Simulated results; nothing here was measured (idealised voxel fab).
Process module, titled voxel wiring stack
Shown is cross-section cut, with a width of 220 nm and square cells of size 5 nm.
How to read a cross-section here: the picture is a grid of square cells, written as bands going from the top down, and any band can span one or more rows of cells. Band entry format. Leading values: height of top, height of bottom, nm. Remainder: materials in left-to-right order, each with its width in nm. Special words: "all across" on a single material, which then fills the band edge to edge; "blank", empty space. Measure heights from 0. That's the level where, below it, the as-received wafer is all one material. The lowest band is bottomless and extends downward; write it as in "0 nm and below". Width: "30..40" (first number = top row, second number = bottom row, same change from row to row of cells). "same as before" means the step left every cell of the cross-section as it was. The entry "Closed cavity list" lists the empty spaces that cover at least 8 cells and have no open path to the top. Each is written as width x height at distance, where the distance is measured from the left edge and all three values are in nm. Past the settings on a step's line: simulator remark, on that step. Regarding "overlay nm": on a step with a mask, it is the distance the mask lay to the right of its planned place; a negative value places it to the left.
-- List of planned process steps
1,RECEIVE (material Si)
2,CONFORMAL_DEP (material SiO2; thk nm 15)
3,DIRECTIONAL_DEP (material TiN; thk nm 5)
4,DIRECTIONAL_DEP (material W; thk nm 15)
5,DIRECTIONAL_DEP (material aC; thk nm 10)
6,PATTERN (tone cover; mask id METAL_1; material resist; width nm 25; pitch nm 40; thk nm 30; overlay nm 0)
7,DIRECTIONAL_ETCH (etch materials aC; depth nm 10)
8,STRIP (etch materials resist)
9,DIRECTIONAL_ETCH (etch materials W; depth nm 15)
10,DIRECTIONAL_ETCH (etch materials TiN; depth nm 5)
11,STRIP (etch materials aC)
12,CONFORMAL_DEP (material SiCN; thk nm 5)
13,FILL_DEP (material SiO2; thk nm 5)
14,CMP (height nm 35)
15,CONFORMAL_DEP (material SiCN; thk nm 5)
16,DIRECTIONAL_DEP (material SiO2; thk nm 30)
17,DIRECTIONAL_DEP (material aC; thk nm 10)
18,PATTERN (tone open; mask id METAL_2; material resist; width nm 25; pitch nm 40; thk nm 30; overlay nm 0)
19,DIRECTIONAL_ETCH (etch materials aC; depth nm 10)
20,STRIP (etch materials resist)
21,DIRECTIONAL_ETCH (etch materials SiO2; depth nm 15)
22,STRIP (etch materials aC)
23,MASKED_ETCH (tone open; mask id METAL_2_HOLES; width nm 15; pitch nm 40; etch materials SiO2; depth nm 15; overlay nm 0)
24,MASKED_ETCH (tone open; mask id METAL_2_HOLES; width nm 15; pitch nm 40; etch materials SiCN; depth nm 5; overlay nm 0)
25,CONFORMAL_DEP (material TiN; thk nm 5)
26,FILL_DEP (material Cu; thk nm 10)
27,CMP (height nm 70)
28,CONFORMAL_DEP (material SiN; thk nm 5)
-- Here's what the wafer looked like in cross-section when it arrived - that's after step 1
- 0 nm and below = Si all across
- Closed cavity list: none
-- The first of the two wafers as seen in cross-section once the module was finished; processing followed the plan
- 75 nm to 70 nm = SiN all across
- 70 nm to 60 nm = SiO2 (75) / TiN (5) / Cu (15) / TiN (5) / SiO2 (15) / TiN (5) / Cu (15) / TiN (5) / SiO2 (80)
- 60 nm to 55 nm = SiO2 (75) / TiN (5) / Cu (5) / TiN (15) / SiO2 (15) / TiN (5) / Cu (5) / TiN (15) / SiO2 (80)
- 55 nm to 40 nm = SiO2 (75) / TiN (5) / Cu (5) / TiN (5) / SiO2 (25) / TiN (5) / Cu (5) / TiN (5) / SiO2 (90)
- 40 nm to 35 nm = SiCN (75) / TiN (15) / SiCN (25) / TiN (15) / SiCN (90)
- 35 nm to 20 nm = SiO2 (70) / SiCN (5) / W (25) / SiCN (5) / SiO2 (5) / SiCN (5) / W (25) / SiCN (5) / SiO2 (75)
- 20 nm to 15 nm = SiCN (75) / TiN (25) / SiCN (15) / TiN (25) / SiCN (80)
- 15 nm to 0 nm = SiO2 all across
- 0 nm and below = Si all across
- Closed cavity list: none
-- Presented here is a cross-section of the second of the two wafers as it stood at the end of the module. It was started in the same manner and assigned the same plan as the first wafer; however, one mistake was made in its execution
- 75 nm to 70 nm = SiN all across
- 70 nm to 60 nm = SiO2 (75) / TiN (5) / Cu (15) / TiN (5) / SiO2 (15) / TiN (5) / Cu (15) / TiN (5) / SiO2 (80)
- 60 nm to 55 nm = SiO2 (75) / TiN (5) / Cu (5) / TiN (15) / SiO2 (15) / TiN (5) / Cu (5) / TiN (15) / SiO2 (80)
- 55 nm to 45 nm = SiO2 (75) / TiN (5) / Cu (5) / TiN (5) / SiO2 (25) / TiN (5) / Cu (5) / TiN (5) / SiO2 (90)
- 45 nm to 40 nm = SiO2 (75) / TiN (15) / SiO2 (25) / TiN (15) / SiO2 (90)
- 40 nm to 35 nm = SiN all across
- 35 nm to 20 nm = SiO2 (70) / SiCN (5) / W (25) / SiCN (5) / SiO2 (5) / SiCN (5) / W (25) / SiCN (5) / SiO2 (75)
- 20 nm to 15 nm = SiCN (75) / TiN (25) / SiCN (15) / TiN (25) / SiCN (80)
- 15 nm to 0 nm = SiO2 all across
- 0 nm and below = Si all across
- Closed cavity list: none
Processing error: step 15 did not use the planned setting and instead ran as CONFORMAL_DEP (material SiN; thk nm 5)
Counted in cells at the end, the second wafer holds more or fewer of these materials than the first: Cu: 2 fewer; SiCN: 38 fewer; SiN: 44 more; TiN: 4 fewer
